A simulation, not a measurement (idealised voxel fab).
process module | voxel wiring stack
Xsec cut, 155 nm wide, square cell size 5 nm.
Cross-sections here: square-cell grids, written as top-down lists of bands, a band being one or more rows of cells. Each band's line starts with the height of the band's top and of its bottom, in nm. Then come its materials from left to right, each with its width in nm. One material with "everywhere" fills the band from edge to edge. "blank" is empty space. Beneath 0, the wafer as received is one material, and that level is where height counting begins. The lowest band goes on downward without a bottom; it is written like "0 down". Top row gets the first number, bottom row gets the second, and each row in between changes by the same step: that is how a band width like "30..40" works. It should be understood that the words "no alterations made", when stated for a given step, signify that the cross-section underwent no change in any of its cells during that step. "Enclosed cavity list" means: voids of 8 cells or more that are shut off from the top with no open way through. Written width x height at distance, distance from the left edge, in nm. That trailing text on a step's line, after the settings, is the simulator's own remark on the step. overlay nm: for a step with a mask, the amount by which the mask lay right of where it was planned; a negative amount means left of it.
[So here's the lineup of process steps we planned]
1: RECEIVE (material Si)
2: CONFORMAL_DEP (material SiO2; thk nm 15)
3: DIRECTIONAL_DEP (material TiN; thk nm 5)
4: DIRECTIONAL_DEP (material Ru; thk nm 20)
5: PATTERN (tone cover; mask id METAL_1; material resist; width nm 20; pitch nm 35; thk nm 15; overlay nm 0)
6: DIRECTIONAL_ETCH (etch materials Ru; depth nm 20)
7: DIRECTIONAL_ETCH (etch materials TiN; depth nm 5)
8: STRIP (etch materials resist)
9: CONFORMAL_DEP (material SiN; thk nm 5)
10: FILL_DEP (material SiO2; thk nm 5)
11: CMP (height nm 40)
12: CONFORMAL_DEP (material SiCN; thk nm 5)
13: DIRECTIONAL_DEP (material SiO2; thk nm 10)
14: PATTERN (tone open; mask id PLUG_1; material resist; width nm 15; pitch nm 70; thk nm 15; overlay nm 0)
15: DIRECTIONAL_ETCH (etch materials SiO2; depth nm 10)
16: DIRECTIONAL_ETCH (etch materials SiCN; depth nm 5)
17: STRIP (etch materials resist)
18: CONFORMAL_DEP (material TiN; thk nm 5)
19: FILL_DEP (material Cu; thk nm 5)
20: CMP (height nm 55)
21: CONFORMAL_DEP (material SiN; thk nm 5)
22: DIRECTIONAL_DEP (material lowk; thk nm 25)
23: DIRECTIONAL_DEP (material aC; thk nm 15)
24: PATTERN (tone open; mask id METAL_2; material resist; width nm 20; pitch nm 35; thk nm 30; overlay nm 0)
25: DIRECTIONAL_ETCH (etch materials aC; depth nm 15)
26: STRIP (etch materials resist)
27: DIRECTIONAL_ETCH (etch materials lowk; depth nm 25)
28: DIRECTIONAL_ETCH (etch materials SiN; depth nm 5)
29: STRIP (etch materials aC)
30: CONFORMAL_DEP (material TiN; thk nm 5)
31: FILL_DEP (material Cu; thk nm 10)
32: CMP (height nm 85)
33: EPI (material Ru; thk nm 5)
34: FILL_DEP (material SiCN; thk nm 5)
35: DIRECTIONAL_DEP (material SiO2; thk nm 20)
36: PATTERN (tone open; mask id PLUG_2; material resist; width nm 15; pitch nm 35; thk nm 15; overlay nm 0)
37: DIRECTIONAL_ETCH (etch materials SiO2; depth nm 20)
38: DIRECTIONAL_ETCH (etch materials SiCN; depth nm 5)
39: STRIP (etch materials resist)
40: EPI (material Ru; thk nm 10)
41: EPI (material Ru; thk nm 10)
42: EPI (material Ru; thk nm 5)
43: CONFORMAL_DEP (material SiN; thk nm 5)
44: DIRECTIONAL_DEP (material lowk; thk nm 15)
45: MASKED_ETCH (tone open; mask id METAL_3; width nm 20; pitch nm 35; etch materials lowk; depth nm 15; overlay nm 0)
46: MASKED_ETCH (tone open; mask id METAL_3; width nm 20; pitch nm 35; etch materials SiN; depth nm 5; overlay nm 0)
47: CONFORMAL_DEP (material TiN; thk nm 5)
48: FILL_DEP (material Cu; thk nm 5)
49: CMP (height nm 135)
50: CONFORMAL_DEP (material SiN; thk nm 5)
[as received, after step 1]
> 0 down: Si everywhere
> Enclosed cavity list: none
[Cross-section: first of two wafers, module finished, run according to plan]
> 140 to 135: SiN everywhere
> 135 to 120: lowk=30 | TiN=5 | Cu=10 | TiN=5 | lowk=15 | TiN=5 | Cu=10 | TiN=5 | lowk=15 | TiN=5 | Cu=10 | TiN=5 | lowk=35
> 120 to 115: SiN=30 | TiN=20 | SiN=15 | TiN=20 | SiN=15 | TiN=20 | SiN=35
> 115 to 95: SiO2=30 | Ru=15 | SiO2=20 | Ru=15 | SiO2=20 | Ru=15 | SiO2=40
> 95 to 85: SiCN=30..25 | Ru=15..30 | SiCN=20..5 | Ru=15..30 | SiCN=20..5 | Ru=15..30 | SiCN=40..30
> 85 to 60: lowk=30 | TiN=5 | Cu=10 | TiN=5 | lowk=15 | TiN=5 | Cu=10 | TiN=5 | lowk=15 | TiN=5 | Cu=10 | TiN=5 | lowk=35
> 60 to 55: SiN=30 | TiN=20 | SiN=15 | TiN=20 | SiN=15 | TiN=20 | SiN=35
> 55 to 45: SiO2=30 | TiN=5 | Cu=5 | TiN=5 | SiO2=55 | TiN=5 | Cu=5 | TiN=5 | SiO2=40
> 45 to 40: SiCN=30 | TiN=15 | SiCN=55 | TiN=15 | SiCN=40
> 40 to 20: SiO2=25 | SiN=5 | Ru=20 | SiN=5 | SiO2=5 | SiN=5 | Ru=20 | SiN=5 | SiO2=5 | SiN=5 | Ru=20 | SiN=5 | SiO2=30
> 20 to 15: SiN=30 | TiN=20 | SiN=15 | TiN=20 | SiN=15 | TiN=20 | SiN=35
> 15 to 0: SiO2 everywhere
> 0 down: Si everywhere
> Enclosed cavity list: none
[Second of two wafers, module complete, sectioned: it shares the first wafer's start and plan but was run with one mistake]
> 140 to 135: SiN everywhere
> 135 to 120: lowk=30 | TiN=5 | Cu=10 | TiN=5 | lowk=15 | TiN=5 | Cu=10 | TiN=5 | lowk=15 | TiN=5 | Cu=10 | TiN=5 | lowk=35
> 120 to 115: SiN=30 | TiN=20 | SiN=15 | TiN=20 | SiN=15 | TiN=20 | SiN=35
> 115 to 95: SiO2=30 | Ru=15 | SiO2=20 | Ru=15 | SiO2=20 | Ru=15 | SiO2=40
> 95 to 85: SiCN=30..25 | Ru=15..30 | SiCN=20..5 | Ru=15..30 | SiCN=20..5 | Ru=15..30 | SiCN=40..30
> 85 to 60: lowk=30 | TiN=5 | Cu=10 | TiN=5 | lowk=15 | TiN=5 | Cu=10 | TiN=5 | lowk=15 | TiN=5 | Cu=10 | TiN=5 | lowk=35
> 60 to 55: SiN=30 | TiN=20 | SiN=15 | TiN=20 | SiN=15 | TiN=20 | SiN=35
> 55 to 50: SiO2=30 | TiN=5 | Cu=5 | TiN=5 | SiO2=55 | TiN=5 | Cu=5 | TiN=5 | SiO2=40
> 50 to 45: SiCN=30 | TiN=15 | SiCN=55 | TiN=15 | SiCN=40
> 45 to 40: SiO2=25 | SiN=30 | SiO2=5 | SiN=30 | SiO2=5 | SiN=30 | SiO2=30
> 40 to 20: SiO2=25 | SiN=5 | Ru=20 | SiN=5 | SiO2=5 | SiN=5 | Ru=20 | SiN=5 | SiO2=5 | SiN=5 | Ru=20 | SiN=5 | SiO2=30
> 20 to 15: SiN=30 | TiN=20 | SiN=15 | TiN=20 | SiN=15 | TiN=20 | SiN=35
> 15 to 0: SiO2 everywhere
> 0 down: Si everywhere
> Enclosed cavity list: none
What broke from the plan during processing? step 11, actual vs plan mismatch, actual run CMP (height nm 45)
Counted in cells at the end, the second wafer holds more or fewer of these materials than the first: Cu -2 | SiN +18 | SiO2 -12 | TiN -4
